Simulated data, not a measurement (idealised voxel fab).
Herein follows the process module entitled voxel ribs on slabs.
cross-section cut | 185 nm wide | cells 5 nm
Throughout this document, each cross-section is represented as a grid of square cells and is presented as a sequence of bands enumerated from the top downward, where a band comprises one or more rows of cells. First you get the band's top height and its bottom height, in nm, and then the materials it's made of, left to right, with each width in nm. If you see a single material with "throughout", that one covers the band edge to edge. "air" is empty space. Heights are reckoned from 0. Under this level, the received wafer is all of one material. The bottommost band is open-ended downward, for example "from 0 down". Per-row width for "30..40": begins at first number (top row of band), ends at second number (bottom row), increment between rows held constant. Key: "changes: none" - step with no changed cell in the cross-section. The entry "closed voids" lists the empty spaces that cover at least 8 cells and have no open path to the top. Each is written as width x height at distance, where the distance is measured from the left edge and all three values are in nm. It should be noted that, on the line of a given step, the content following the step's settings is a remark produced by the simulator itself with respect to that step. overlay nm: right-of-plan distance of the mask on a masked step; negative values mean left-of-plan.
## So here's the lineup of process steps we planned
- 1: op RECEIVE | material Si
- 2: op DIRECTIONAL_DEP | material SiO2 | thk nm 25
- 3: op DIRECTIONAL_DEP | material SiN | thk nm 20
- 4: op MASKED_ETCH | tone cover | mask id RIB | width nm 15 | etch materials SiN | depth nm 10 | overlay nm 0
- 5: op MASKED_ETCH | tone cover | mask id SLAB | width nm 75 | etch materials SiN | depth nm 10 | overlay nm 0
- 6: op FILL_DEP | material SiO2 | thk nm 25
- 7: op CMP | height nm 60
- 8: op DIRECTIONAL_DEP | material TiN | thk nm 10
- 9: op MASKED_ETCH | tone cover | mask id HEATER | width nm 35 | etch materials TiN | depth nm 10 | overlay nm 0
- 10: op CONFORMAL_DEP | material SiO2 | thk nm 5
Where the wafers of this document differ is in the width nm of step 4; they start out the same, and the plan states the value that applied to the first wafer.
## Step 1 complete: as-received cross-section of the first of several wafers
* from 0 down  Si throughout
* closed voids: none
## Post step 10, the closing step of the module: first of several wafers, cross-sectioned
* from 75 to 70  air=70 / SiO2=45 / air=70
* from 70 to 65  air=70 / SiO2=5 / TiN=35 / SiO2=5 / air=70
* from 65 to 60  SiO2=75 / TiN=35 / SiO2=75
* from 60 to 45  SiO2 throughout
* from 45 to 35  SiO2=85 / SiN=15 / SiO2=85
* from 35 to 25  SiO2=55 / SiN=75 / SiO2=55
* from 25 to 0  SiO2 throughout
* from 0 down  Si throughout
* closed voids: none
## At the end of the module, the last of several wafers in cross-section
* from 75 to 70  air=70 / SiO2=45 / air=70
* from 70 to 65  air=70 / SiO2=5 / TiN=35 / SiO2=5 / air=70
* from 65 to 60  SiO2=75 / TiN=35 / SiO2=75
* from 60 to 45  SiO2 throughout
* from 45 to 35  SiO2=75 / SiN=40 / SiO2=70
* from 35 to 25  SiO2=55 / SiN=75 / SiO2=55
* from 25 to 0  SiO2 throughout
* from 0 down  Si throughout
* closed voids: none
## Quick key for the table: a row per wafer, taken at the end of the module. For each material it tells you how many cells the wafer gained (+) or lost (-) since it came in, and the closed voids come after
width nm 15 | +36 SiN | +449 SiO2 | +14 TiN | closed voids: none
width nm 20 | +38 SiN | +447 SiO2 | +14 TiN | closed voids: none
width nm 25 | +40 SiN | +445 SiO2 | +14 TiN | closed voids: none
width nm 30 | +42 SiN | +443 SiO2 | +14 TiN | closed voids: none
width nm 35 | +44 SiN | +441 SiO2 | +14 TiN | closed voids: none
width nm 40 | +46 SiN | +439 SiO2 | +14 TiN | closed voids: none
